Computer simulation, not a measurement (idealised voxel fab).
A process module follows: voxel local oxidation.
Section shown: cut. Width: 145 nm. Cell size: 5 nm, square.
Notation: cross-section as square-cell grid; stated in bands, top first, going down; one or more cell rows per band. Each band's line starts with the height of the band's top and of its bottom, in nm. Then come its materials from left to right, each with its width in nm. One material with "edge to edge" fills the band from edge to edge. "air" is empty space. Heads up on the height convention: 0 is the point under which the incoming wafer is all one material, and the lowest band has no bottom, it just keeps going down, like "0 nm and below". Think of "30..40" as a width that walks from the first number to the second as you go down the band, top row to bottom row, taking equal-sized steps from row to row. "no change" -> step changed no cross-section cell. Closed empty spaces (no open way to the top) of 8 cells or more are what "Closed void catalog" lists, each as width x height at distance from the left edge, nm for all three. Heads up: the bit after the settings on a step's line is the simulator's remark on that step. overlay nm: step with mask; distance mask lay right of planned place; negative value = left of planned place.
Planned step list for the process:
1,RECEIVE with material Si
2,CONFORMAL_DEP with material SiO2, thk nm 5
3,CONFORMAL_DEP with material SiN, thk nm 10
4,PATTERN with tone cover, mask id ACTIVE, material resist, width nm 115, thk nm 20, overlay nm 0
5,DIRECTIONAL_ETCH with etch materials SiN, depth nm 10
6,STRIP with etch materials resist
7,SELECTIVE_ETCH with etch materials SiO2, depth nm 5
8,OXIDIZE with depth nm 10
9,STRIP with etch materials SiN
As received (post step 1): cross-section:
> 0 nm and below = Si edge to edge
> Closed void catalog: none
Module complete, cross-section. Starting point and plan per above. One mistake made in running the module:
> 15 nm to 10 nm = air 20 nm, then SiO2 105 nm, then air 20 nm
> 10 nm to 0 nm = SiO2 edge to edge
> 0 nm and below = Si edge to edge
> Closed void catalog: none
Short version of what went wrong: step 2 ran with different settings than intended, the actual operation and settings being CONFORMAL_DEP with material SiO2, thk nm 15
